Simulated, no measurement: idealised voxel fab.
Herein follows the process module entitled voxel self aligned contacts.
Xsec cut, 170 nm wide, square cell size 5 nm.
If you're reading a cross-section in this doc, picture square cells in a grid; it comes to you as bands, top ones listed first down to the bottom, and a band can be one or more rows of cells.
Each band's line starts with the height of the band's top and of its bottom, in nm. Then come its materials from left to right, each with its width in nm. One material with "edge to edge" fills the band from edge to edge. "empty" is empty space.
Heights are measured from 0, the level below which the as-received wafer is all one material; the lowest band has no bottom and continues downward, written as in "0 nm and below".
The notation "30..40" denotes a width that varies across the rows of cells in the band, beginning at the first number in the top row, finishing at the second number in the bottom row, and changing by an identical amount from each row to the next.
Where a step carries "everything unchanged", the cross-section came out of it unchanged, cell for cell.
This entry, "Trapped voids", enumerates those empty regions of no fewer than 8 cells that possess no open connection to the top. Each region is reported in the form width x height at distance, the distance being taken from the left edge, with all three quantities expressed in nm.
Anything after a step's settings on that line? It's the simulator's own note about the step.
Regarding "overlay nm": on a step with a mask, it is the distance the mask lay to the right of its planned place; a negative value places it to the left.

Here's what the planned process steps look like:
1 RECEIVE (material Si)
2 OXIDIZE (depth nm 5)
3 DIRECTIONAL_DEP (material polySi; thk nm 25)
4 DIRECTIONAL_DEP (material SiN; thk nm 20)
5 DIRECTIONAL_DEP (material aC; thk nm 10)
6 PATTERN (tone cover; mask id GATE; material resist; width nm 30; pitch nm 65; thk nm 30; overlay nm 0)
7 DIRECTIONAL_ETCH (etch materials aC; depth nm 10)
8 STRIP (etch materials resist)
9 DIRECTIONAL_ETCH (etch materials SiN; depth nm 20)
10 DIRECTIONAL_ETCH (etch materials polySi; depth nm 25)
11 STRIP (etch materials aC)
12 CONFORMAL_DEP (material SiN; thk nm 10)
13 DIRECTIONAL_ETCH (etch materials SiN; depth nm 10)
14 FILL_DEP (material SiO2; thk nm 20)
15 CMP (height nm 55)
16 DIRECTIONAL_DEP (material aC; thk nm 10)
17 PATTERN (tone open; mask id CONTACT; material resist; width nm 45; thk nm 25; overlay nm 0)
18 DIRECTIONAL_ETCH (etch materials aC; depth nm 10)
19 STRIP (etch materials resist)
20 DIRECTIONAL_ETCH (etch materials SiO2; depth nm 60)
21 STRIP (etch materials aC)
22 CONFORMAL_DEP (material TiN; thk nm 5)
23 FILL_DEP (material Ru; thk nm 10)
24 CMP (height nm 55)
25 CONFORMAL_DEP (material SiCN; thk nm 5)

First of the two wafers, run per plan:

As-received state of the wafer in cross-section, equivalent to post-step 1:
	0 nm and below: Si edge to edge
	Trapped voids: none

Presented here is a cross-section of the wafer after step 2 has been performed:
	0 nm to -5 nm: SiO2 edge to edge
	Heights below -5 show no change.

Presented here is a cross-section of the wafer after step 3 has been performed:
	25 nm to 0 nm: polySi edge to edge
	Heights below 0 show no change.

Presented here is a cross-section of the wafer after step 4 has been performed:
	45 nm to 25 nm: SiN edge to edge
	Heights below 25 show no change.

Presented here is a cross-section of the wafer after step 5 has been performed:
	55 nm to 45 nm: aC edge to edge
	Heights below 45 show no change.

Presented here is a cross-section of the wafer after step 6 has been performed:
	85 nm to 55 nm: empty=35, then resist=30, then empty=35, then resist=30, then empty=40
	Heights below 55 show no change.

Presented here is a cross-section of the wafer after step 7 has been performed:
	75 nm to 55 nm: empty=35, then resist=30, then empty=35, then resist=30, then empty=40
	55 nm to 45 nm: empty=35, then aC=30, then empty=35, then aC=30, then empty=40
	Heights below 45 show no change.

Presented here is a cross-section of the wafer after step 8 has been performed:
	55 nm to 45 nm: empty=35, then aC=30, then empty=35, then aC=30, then empty=40
	Heights below 45 show no change.

Presented here is a cross-section of the wafer after step 9 has been performed:
	55 nm to 45 nm: empty=35, then aC=30, then empty=35, then aC=30, then empty=40
	45 nm to 25 nm: empty=35, then SiN=30, then empty=35, then SiN=30, then empty=40
	Heights below 25 show no change.

Presented here is a cross-section of the wafer after step 10 has been performed:
	55 nm to 45 nm: empty=35, then aC=30, then empty=35, then aC=30, then empty=40
	45 nm to 25 nm: empty=35, then SiN=30, then empty=35, then SiN=30, then empty=40
	25 nm to 0 nm: empty=35, then polySi=30, then empty=35, then polySi=30, then empty=40
	Heights below 0 show no change.

Presented here is a cross-section of the wafer after step 11 has been performed:
	45 nm to 25 nm: empty=35, then SiN=30, then empty=35, then SiN=30, then empty=40
	Heights below 25 show no change.

Presented here is a cross-section of the wafer after step 12 has been performed:
	55 nm to 25 nm: empty=25, then SiN=50, then empty=15, then SiN=50, then empty=30
	25 nm to 10 nm: empty=25, then SiN=10, then polySi=30, then SiN=10, then empty=15, then SiN=10, then polySi=30, then SiN=10, then empty=30
	10 nm to 0 nm: SiN=35, then polySi=30, then SiN=35, then polySi=30, then SiN=40
	Heights below 0 show no change.

Presented here is a cross-section of the wafer after step 13 has been performed:
	45 nm to 25 nm: empty=25, then SiN=50, then empty=15, then SiN=50, then empty=30
	25 nm to 0 nm: empty=25, then SiN=10, then polySi=30, then SiN=10, then empty=15, then SiN=10, then polySi=30, then SiN=10, then empty=30
	Heights below 0 show no change.

Presented here is a cross-section of the wafer after step 14 has been performed:
	65 nm to 45 nm: SiO2 edge to edge
	45 nm to 25 nm: SiO2=25, then SiN=50, then SiO2=15, then SiN=50, then SiO2=30
	25 nm to 0 nm: SiO2=25, then SiN=10, then polySi=30, then SiN=10, then SiO2=15, then SiN=10, then polySi=30, then SiN=10, then SiO2=30
	Heights below 0 show no change.

Presented here is a cross-section of the wafer after step 15 has been performed:
	55 nm to 45 nm: SiO2 edge to edge
	Heights below 45 show no change.

Presented here is a cross-section of the wafer after step 16 has been performed:
	65 nm to 55 nm: aC edge to edge
	Heights below 55 show no change.

Presented here is a cross-section of the wafer after step 17 has been performed:
	90 nm to 65 nm: resist=60, then empty=45, then resist=65
	Heights below 65 show no change.

Presented here is a cross-section of the wafer after step 18 has been performed:
	80 nm to 65 nm: resist=60, then empty=45, then resist=65
	65 nm to 55 nm: aC=60, then empty=45, then aC=65
	Heights below 55 show no change.

Presented here is a cross-section of the wafer after step 19 has been performed:
	65 nm to 55 nm: aC=60, then empty=45, then aC=65
	Heights below 55 show no change.

Presented here is a cross-section of the wafer after step 20 has been performed:
	65 nm to 55 nm: aC=60, then empty=45, then aC=65
	55 nm to 45 nm: SiO2=60, then empty=45, then SiO2=65
	45 nm to 25 nm: SiO2=25, then SiN=50, then empty=15, then SiN=50, then SiO2=30
	25 nm to 0 nm: SiO2=25, then SiN=10, then polySi=30, then SiN=10, then empty=15, then SiN=10, then polySi=30, then SiN=10, then SiO2=30
	0 nm to -5 nm: SiO2=75, then empty=15, then SiO2=80
	Heights below -5 show no change.

Presented here is a cross-section of the wafer after step 21 has been performed:
	55 nm to 45 nm: SiO2=60, then empty=45, then SiO2=65
	Heights below 45 show no change.

Presented here is a cross-section of the wafer after step 22 has been performed:
	60 nm to 55 nm: TiN=65, then empty=35, then TiN=70
	55 nm to 45 nm: SiO2=60, then TiN=5..20, then empty=35..5, then TiN=5..20, then SiO2=65
	45 nm to 25 nm: SiO2=25, then SiN=50, then TiN=5, then empty=5, then TiN=5, then SiN=50, then SiO2=30
	25 nm to 0 nm: SiO2=25, then SiN=10, then polySi=30, then SiN=10, then TiN=5, then empty=5, then TiN=5, then SiN=10, then polySi=30, then SiN=10, then SiO2=30
	0 nm to -5 nm: SiO2=75, then TiN=15, then SiO2=80
	Heights below -5 show no change.

Presented here is a cross-section of the wafer after step 23 has been performed:
	70 nm to 60 nm: Ru edge to edge
	60 nm to 55 nm: TiN=65, then Ru=35, then TiN=70
	55 nm to 45 nm: SiO2=60, then TiN=5..20, then Ru=35..5, then TiN=5..20, then SiO2=65
	45 nm to 25 nm: SiO2=25, then SiN=50, then TiN=5, then Ru=5, then TiN=5, then SiN=50, then SiO2=30
	25 nm to 0 nm: SiO2=25, then SiN=10, then polySi=30, then SiN=10, then TiN=5, then Ru=5, then TiN=5, then SiN=10, then polySi=30, then SiN=10, then SiO2=30
	Heights below 0 show no change.

Presented here is a cross-section of the wafer after step 24 has been performed:
	55 nm to 45 nm: SiO2=60, then TiN=5..20, then Ru=35..5, then TiN=5..20, then SiO2=65
	Heights below 45 show no change.

Presented here is a cross-section of the wafer after step 25 has been performed:
	60 nm to 55 nm: SiCN edge to edge
	Heights below 55 show no change.

Second Wafer (Identical Start and Plan, One Processing Error; Matches First Wafer Through Step 5):

Cross-section of the second wafer corresponding to the planned conclusion of step 6:
	85 nm to 55 nm: empty=25, then resist=30, then empty=35, then resist=30, then empty=50
	Heights below 55 show no change.

Cross-section of the second wafer corresponding to the planned conclusion of step 7:
	75 nm to 55 nm: empty=25, then resist=30, then empty=35, then resist=30, then empty=50
	55 nm to 45 nm: empty=25, then aC=30, then empty=35, then aC=30, then empty=50
	Heights below 45 show no change.

Cross-section of the second wafer corresponding to the planned conclusion of step 8:
	55 nm to 45 nm: empty=25, then aC=30, then empty=35, then aC=30, then empty=50
	Heights below 45 show no change.

Cross-section of the second wafer corresponding to the planned conclusion of step 9:
	55 nm to 45 nm: empty=25, then aC=30, then empty=35, then aC=30, then empty=50
	45 nm to 25 nm: empty=25, then SiN=30, then empty=35, then SiN=30, then empty=50
	Heights below 25 show no change.

Cross-section of the second wafer corresponding to the planned conclusion of step 10:
	55 nm to 45 nm: empty=25, then aC=30, then empty=35, then aC=30, then empty=50
	45 nm to 25 nm: empty=25, then SiN=30, then empty=35, then SiN=30, then empty=50
	25 nm to 0 nm: empty=25, then polySi=30, then empty=35, then polySi=30, then empty=50
	Heights below 0 show no change.

Cross-section of the second wafer corresponding to the planned conclusion of step 11:
	45 nm to 25 nm: empty=25, then SiN=30, then empty=35, then SiN=30, then empty=50
	Heights below 25 show no change.

Cross-section of the second wafer corresponding to the planned conclusion of step 12:
	55 nm to 25 nm: empty=15, then SiN=50, then empty=15, then SiN=50, then empty=40
	25 nm to 10 nm: empty=15, then SiN=10, then polySi=30, then SiN=10, then empty=15, then SiN=10, then polySi=30, then SiN=10, then empty=40
	10 nm to 0 nm: SiN=25, then polySi=30, then SiN=35, then polySi=30, then SiN=50
	Heights below 0 show no change.

Cross-section of the second wafer corresponding to the planned conclusion of step 13:
	45 nm to 25 nm: empty=15, then SiN=50, then empty=15, then SiN=50, then empty=40
	25 nm to 0 nm: empty=15, then SiN=10, then polySi=30, then SiN=10, then empty=15, then SiN=10, then polySi=30, then SiN=10, then empty=40
	Heights below 0 show no change.

Cross-section of the second wafer corresponding to the planned conclusion of step 14:
	65 nm to 45 nm: SiO2 edge to edge
	45 nm to 25 nm: SiO2=15, then SiN=50, then SiO2=15, then SiN=50, then SiO2=40
	25 nm to 0 nm: SiO2=15, then SiN=10, then polySi=30, then SiN=10, then SiO2=15, then SiN=10, then polySi=30, then SiN=10, then SiO2=40
	Heights below 0 show no change.

Cross-section of the second wafer corresponding to the planned conclusion of step 15:
	55 nm to 45 nm: SiO2 edge to edge
	Heights below 45 show no change.

Cross-section of the second wafer corresponding to the planned conclusion of step 16:
	65 nm to 55 nm: aC edge to edge
	Heights below 55 show no change.

Cross-section of the second wafer corresponding to the planned conclusion of step 17:
	90 nm to 65 nm: resist=60, then empty=45, then resist=65
	Heights below 65 show no change.

Cross-section of the second wafer corresponding to the planned conclusion of step 18:
	80 nm to 65 nm: resist=60, then empty=45, then resist=65
	65 nm to 55 nm: aC=60, then empty=45, then aC=65
	Heights below 55 show no change.

Cross-section of the second wafer corresponding to the planned conclusion of step 19:
	65 nm to 55 nm: aC=60, then empty=45, then aC=65
	Heights below 55 show no change.

Cross-section of the second wafer corresponding to the planned conclusion of step 20:
	65 nm to 55 nm: aC=60, then empty=45, then aC=65
	55 nm to 45 nm: SiO2=60, then empty=45, then SiO2=65
	45 nm to 25 nm: SiO2=15, then SiN=50, then empty=15, then SiN=50, then SiO2=40
	25 nm to 0 nm: SiO2=15, then SiN=10, then polySi=30, then SiN=10, then empty=15, then SiN=10, then polySi=30, then SiN=10, then SiO2=40
	0 nm to -5 nm: SiO2=65, then empty=15, then SiO2=90
	Heights below -5 show no change.

Cross-section of the second wafer corresponding to the planned conclusion of step 21:
	55 nm to 45 nm: SiO2=60, then empty=45, then SiO2=65
	Heights below 45 show no change.

Cross-section of the second wafer corresponding to the planned conclusion of step 22:
	60 nm to 55 nm: TiN=65, then empty=35, then TiN=70
	55 nm to 45 nm: SiO2=60, then TiN=5..10, then empty=35..5, then TiN=5..30, then SiO2=65
	45 nm to 25 nm: SiO2=15, then SiN=50, then TiN=5, then empty=5, then TiN=5, then SiN=50, then SiO2=40
	25 nm to 0 nm: SiO2=15, then SiN=10, then polySi=30, then SiN=10, then TiN=5, then empty=5, then TiN=5, then SiN=10, then polySi=30, then SiN=10, then SiO2=40
	0 nm to -5 nm: SiO2=65, then TiN=15, then SiO2=90
	Heights below -5 show no change.

Cross-section of the second wafer corresponding to the planned conclusion of step 23:
	70 nm to 60 nm: Ru edge to edge
	60 nm to 55 nm: TiN=65, then Ru=35, then TiN=70
	55 nm to 45 nm: SiO2=60, then TiN=5..10, then Ru=35..5, then TiN=5..30, then SiO2=65
	45 nm to 25 nm: SiO2=15, then SiN=50, then TiN=5, then Ru=5, then TiN=5, then SiN=50, then SiO2=40
	25 nm to 0 nm: SiO2=15, then SiN=10, then polySi=30, then SiN=10, then TiN=5, then Ru=5, then TiN=5, then SiN=10, then polySi=30, then SiN=10, then SiO2=40
	Heights below 0 show no change.

Cross-section of the second wafer corresponding to the planned conclusion of step 24:
	55 nm to 45 nm: SiO2=60, then TiN=5..10, then Ru=35..5, then TiN=5..30, then SiO2=65
	Heights below 45 show no change.

Cross-section of the second wafer corresponding to the planned conclusion of step 25:
	60 nm to 55 nm: SiCN edge to edge
	Heights below 55 show no change.
So what did we get wrong on this run? step 6 ran as: PATTERN (tone cover; mask id GATE; material resist; width nm 30; pitch nm 65; thk nm 30; overlay nm -10)
So at the finish, the second wafer's got exactly as many cells of each material as the first, just not in the same spots.
